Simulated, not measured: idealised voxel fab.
Title: Process Module voxel transistor to metal
For reference, the cross-section in this document is cut, with width 210 nm and square cells of 5 nm.
Think of the cross-section as a grid of square cells. We describe it in bands, top to bottom, and each band covers one or more rows of those cells. The band entry comprises the height of the band's top followed by the height of its bottom, expressed in nm, and subsequently the band's materials from left to right, each stated together with its width in nm. Where a single material is marked with the word "edge to edge", that material fills the band from edge to edge. The word "blank" represents empty space. A quick word on heights: they are counted from 0, and under that level the wafer as it came to us is one material throughout. The lowest band is different from the rest in having no bottom; it simply continues downward, written as in "0 -> down". A two-number width, for instance "30 to 40", indicates that the width is equal to the first number in the top row of the band and to the second number in the bottom row, and that it changes by a constant amount per row of cells. When a step is marked "left unchanged", none of the cells in the cross-section changed during that step. "Closed cavities" means: voids of 8 cells or more that are shut off from the top with no open way through. Written width x height at distance, distance from the left edge, in nm. after a step's settings: what the simulator itself notes on the step. overlay nm: on a step with a mask, how far right of its planned place the mask lay; negative means left.
## The process steps that were planned are listed below
- 1: RECEIVE, material Si
- 2: CONFORMAL_DEP, material SiO2, thk nm 5
- 3: CONFORMAL_DEP, material SiN, thk nm 15
- 4: MASKED_ETCH, tone cover, mask id ACTIVE, width nm 120, etch materials SiN, depth nm 15, overlay nm 0
- 5: MASKED_ETCH, tone cover, mask id ACTIVE, width nm 110, etch materials SiO2, depth nm 5, overlay nm 0
- 6: MASKED_ETCH, tone cover, mask id ACTIVE, width nm 120, etch materials Si, depth nm 35, overlay nm 0
- 7: FILL_DEP, material SiO2, thk nm 10
- 8: CMP, height nm 20
- 9: SELECTIVE_ETCH, etch materials SiO2, depth nm 5
- 10: STRIP, etch materials SiN
- 11: SELECTIVE_ETCH, etch materials SiO2, depth nm 5
- 12: OXIDIZE, depth nm 5
- 13: DIRECTIONAL_DEP, material polySi, thk nm 25
- 14: DIRECTIONAL_DEP, material SiCN, thk nm 15
- 15: MASKED_ETCH, tone cover, mask id GATE, width nm 30, etch materials SiCN, depth nm 25, overlay nm 0
- 16: MASKED_ETCH, tone cover, mask id GATE, width nm 30, etch materials polySi, depth nm 35, overlay nm 0
- 17: CONFORMAL_DEP, material SiN, thk nm 10
- 18: DIRECTIONAL_ETCH, etch materials SiN, depth nm 10
- 19: DIRECTIONAL_ETCH, etch materials SiO2, depth nm 5
- 20: EPI, material SiGe, thk nm 5
- 21: FILL_DEP, material SiO2, thk nm 10
- 22: CMP, height nm 25
- 23: STRIP, etch materials polySi
- 24: SELECTIVE_ETCH, etch materials SiO2, depth nm 5
- 25: CONFORMAL_DEP, material HfO2, thk nm 5
- 26: CONFORMAL_DEP, material TiN, thk nm 5
- 27: FILL_DEP, material W, thk nm 10
- 28: CMP, height nm 20
- 29: DIRECTIONAL_DEP, material SiO2, thk nm 15
- 30: PATTERN, tone open, mask id CONTACT, material resist, width nm 15, pitch nm 85, thk nm 15, overlay nm 0
- 31: DIRECTIONAL_ETCH, etch materials SiO2, depth nm 35
- 32: STRIP, etch materials resist
- 33: CONFORMAL_DEP, material TiN, thk nm 5
- 34: FILL_DEP, material W, thk nm 5
- 35: CMP, height nm 35
- 36: CONFORMAL_DEP, material SiCN, thk nm 5
- 37: DIRECTIONAL_DEP, material SiO2, thk nm 15
- 38: MASKED_ETCH, tone open, mask id METAL_1, width nm 15, pitch nm 85, etch materials SiO2, depth nm 15, overlay nm 0
- 39: MASKED_ETCH, tone open, mask id METAL_1, width nm 15, pitch nm 85, etch materials SiCN, depth nm 5, overlay nm 0
- 40: CONFORMAL_DEP, material TiN, thk nm 5
- 41: FILL_DEP, material Cu, thk nm 10
- 42: CMP, height nm 55
- 43: CONFORMAL_DEP, material SiCN, thk nm 5
- 44: DIRECTIONAL_DEP, material SiO2, thk nm 30
- 45: DIRECTIONAL_DEP, material aC, thk nm 15
- 46: PATTERN, tone open, mask id METAL_2, material resist, width nm 15, pitch nm 85, thk nm 35, overlay nm 0
- 47: DIRECTIONAL_ETCH, etch materials aC, depth nm 15
- 48: STRIP, etch materials resist
- 49: DIRECTIONAL_ETCH, etch materials SiO2, depth nm 15
- 50: STRIP, etch materials aC
- 51: PATTERN, tone open, mask id METAL_2_HOLES, material resist, width nm 15, pitch nm 85, thk nm 20, overlay nm 0
- 52: DIRECTIONAL_ETCH, etch materials SiO2, depth nm 15
- 53: DIRECTIONAL_ETCH, etch materials SiCN, depth nm 5
- 54: STRIP, etch materials resist
- 55: CONFORMAL_DEP, material TiN, thk nm 5
- 56: FILL_DEP, material Cu, thk nm 10
- 57: CMP, height nm 90
- 58: CONFORMAL_DEP, material SiN, thk nm 5
Every wafer here starts from the same state; it is the step 5 width nm that distinguishes them, and the value the plan gives belongs to the first wafer.
## Cross-sectional view of the first of several wafers in the as-received condition, corresponding to the state following step 1
> 0 -> down: Si edge to edge
> Closed cavities: none
## Shown in cross-section: the first of several wafers at the end of the module, after its last step, step 58
> 95 -> 90: SiN edge to edge
> 90 -> 60: 55 SiO2 / 5 TiN / 5 Cu / 5 TiN / 70 SiO2 / 5 TiN / 5 Cu / 5 TiN / 55 SiO2
> 60 -> 55: 55 SiCN / 15 TiN / 70 SiCN / 15 TiN / 55 SiCN
> 55 -> 40: 55 SiO2 / 5 TiN / 5 Cu / 5 TiN / 70 SiO2 / 5 TiN / 5 Cu / 5 TiN / 55 SiO2
> 40 -> 35: 55 SiCN / 15 TiN / 70 SiCN / 15 TiN / 55 SiCN
> 35 -> 20: 55 SiO2 / 5 TiN / 5 W / 5 TiN / 70 SiO2 / 5 TiN / 5 W / 5 TiN / 55 SiO2
> 20 -> 10: 55 SiO2 / 5 TiN / 5 W / 5 TiN / 10 SiO2 / 10 SiN / 5 HfO2 / 5 TiN / 10 W / 5 TiN / 5 HfO2 / 10 SiN / 10 SiO2 / 5 TiN / 5 W / 5 TiN / 55 SiO2
> 10 -> 5: 40 SiO2 / 10 SiN / 5 SiO2 / 5 TiN / 5 W / 5 TiN / 10 SiO2 / 10 SiN / 5 HfO2 / 5 TiN / 10 W / 5 TiN / 5 HfO2 / 10 SiN / 10 SiO2 / 5 TiN / 5 W / 5 TiN / 5 SiO2 / 10 SiN / 40 SiO2
> 5 -> 0: 40 SiO2 / 10 SiN / 5 SiO2 / 15 TiN / 10 SiO2 / 10 SiN / 5 HfO2 / 20 TiN / 5 HfO2 / 10 SiN / 10 SiO2 / 15 TiN / 5 SiO2 / 10 SiN / 40 SiO2
> 0 -> -5: 50 SiO2 / 30 SiGe / 5 SiO2 / 40 HfO2 / 5 SiO2 / 30 SiGe / 50 SiO2
> -5 -> -35: 45 SiO2 / 120 Si / 45 SiO2
> -35 -> down: Si edge to edge
> Closed cavities: none
## A cross-section through the last wafer at the close of the module
> 95 -> 90: SiN edge to edge
> 90 -> 60: 55 SiO2 / 5 TiN / 5 Cu / 5 TiN / 70 SiO2 / 5 TiN / 5 Cu / 5 TiN / 55 SiO2
> 60 -> 55: 55 SiCN / 15 TiN / 70 SiCN / 15 TiN / 55 SiCN
> 55 -> 40: 55 SiO2 / 5 TiN / 5 Cu / 5 TiN / 70 SiO2 / 5 TiN / 5 Cu / 5 TiN / 55 SiO2
> 40 -> 35: 55 SiCN / 15 TiN / 70 SiCN / 15 TiN / 55 SiCN
> 35 -> 20: 55 SiO2 / 5 TiN / 5 W / 5 TiN / 70 SiO2 / 5 TiN / 5 W / 5 TiN / 55 SiO2
> 20 -> 10: 55 SiO2 / 5 TiN / 5 W / 5 TiN / 10 SiO2 / 10 SiN / 5 HfO2 / 5 TiN / 10 W / 5 TiN / 5 HfO2 / 10 SiN / 10 SiO2 / 5 TiN / 5 W / 5 TiN / 55 SiO2
> 10 -> 5: 40 SiO2 / 10 SiN / 5 SiO2 / 5 TiN / 5 W / 5 TiN / 10 SiO2 / 10 SiN / 5 HfO2 / 5 TiN / 10 W / 5 TiN / 5 HfO2 / 10 SiN / 10 SiO2 / 5 TiN / 5 W / 5 TiN / 5 SiO2 / 10 SiN / 40 SiO2
> 5 -> 0: 40 SiO2 / 10 SiN / 5 SiO2 / 15 TiN / 10 SiO2 / 10 SiN / 5 HfO2 / 20 TiN / 5 HfO2 / 10 SiN / 10 SiO2 / 15 TiN / 5 SiO2 / 10 SiN / 40 SiO2
> 0 -> -5: 50 SiO2 / 30 SiGe / 5 SiO2 / 40 HfO2 / 5 SiO2 / 30 SiGe / 50 SiO2
> -5 -> -35: 40 SiO2 / 135 Si / 35 SiO2
> -35 -> down: Si edge to edge
> Closed cavities: none
## End of module, by wafer: material-by-material cell gain (+) or loss (-) since receipt, then closed voids
width nm 110; +18 Cu; +16 HfO2; -150 Si; +72 SiCN; +12 SiGe; +66 SiN; +658 SiO2; +88 TiN; +18 W; Closed cavities: none
width nm 115; +18 Cu; +16 HfO2; -150 Si; +72 SiCN; +12 SiGe; +66 SiN; +658 SiO2; +88 TiN; +18 W; Closed cavities: none
width nm 120; +18 Cu; +16 HfO2; -150 Si; +72 SiCN; +12 SiGe; +66 SiN; +658 SiO2; +88 TiN; +18 W; Closed cavities: none
width nm 125; +18 Cu; +16 HfO2; -144 Si; +72 SiCN; +12 SiGe; +66 SiN; +652 SiO2; +88 TiN; +18 W; Closed cavities: none
width nm 130; +18 Cu; +16 HfO2; -138 Si; +72 SiCN; +12 SiGe; +66 SiN; +646 SiO2; +88 TiN; +18 W; Closed cavities: none
width nm 135; +18 Cu; +16 HfO2; -132 Si; +72 SiCN; +12 SiGe; +66 SiN; +640 SiO2; +88 TiN; +18 W; Closed cavities: none
